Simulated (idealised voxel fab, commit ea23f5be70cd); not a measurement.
Process module under the name voxel trench capacitor
Pictured: cross-section cut, 160 nm wide, on a grid of 5 nm square cells.
If you're reading a cross-section in this doc, picture square cells in a grid; it comes to you as bands, top ones listed first down to the bottom, and a band can be one or more rows of cells.
Top height, bottom height, nm. Materials left to right, width each, nm. Single material + "edge to edge" = fills band edge to edge. "blank" = empty.
It should be noted that heights are counted from 0, beneath which the wafer as supplied is of one material throughout, and that the lowest band possesses no lower boundary but continues downward, as written in "from 0 down".
The notation "30..40" denotes a width that varies across the rows of cells in the band, beginning at the first number in the top row, finishing at the second number in the bottom row, and changing by an identical amount from each row to the next.
Given "left unchanged" for a step, no cell of the cross-section differs between before and after that step.
"Closed-off voids" specifies each empty space that is not open to the top and that occupies no fewer than 8 cells, using the form width x height at distance, the distance measured from the left edge and all three quantities in nm.
Formally, on a step line, whatever follows the settings is a remark that the simulator itself makes on the step.
"overlay nm" answers the question of how far to the right of plan the mask lay on a step that has a mask, and when it is negative the answer is to the left.

Process steps - plan
1,RECEIVE with material Si
2,CONFORMAL_DEP with material SiN, thk nm 5
3,PATTERN with tone open, mask id TRENCH, material resist, width nm 30, pitch nm 50, thk nm 20, overlay nm 0
4,DIRECTIONAL_ETCH with etch materials SiN, depth nm 5
5,DIRECTIONAL_ETCH with etch materials Si, depth nm 25
6,STRIP with etch materials resist
7,CONFORMAL_DEP with material Al2O3, thk nm 5
8,CONFORMAL_DEP with material TiN, thk nm 5
9,FILL_DEP with material W, thk nm 10
10,CMP with height nm 5

This is the cross-section of the wafer as we received it, i.e. after step 1
	from 0 down = Si edge to edge
	Closed-off voids: none

The cross-section shown corresponds to the wafer at the conclusion of the module. The initial structure and the process plan are those presented above; however, one mistake occurred in executing the plan
	from 5 to 0 = 15 of SiN / 10 of TiN / 10 of W / 10 of TiN / 20 of SiN / 10 of TiN / 10 of W / 10 of TiN / 20 of SiN / 10 of TiN / 10 of W / 10 of TiN / 15 of SiN
	from 0 to -15 = 15 of Si / 10 of TiN / 10 of W / 10 of TiN / 20 of Si / 10 of TiN / 10 of W / 10 of TiN / 20 of Si / 10 of TiN / 10 of W / 10 of TiN / 15 of Si
	from -15 to -25 = 15 of Si / 30 of TiN / 20 of Si / 30 of TiN / 20 of Si / 30 of TiN / 15 of Si
	from -25 down = Si edge to edge
	Closed-off voids: none
The mistake made against the process plan was this: note that step 7 departed from the planned setting and was carried out as CONFORMAL_DEP with material TiN, thk nm 5
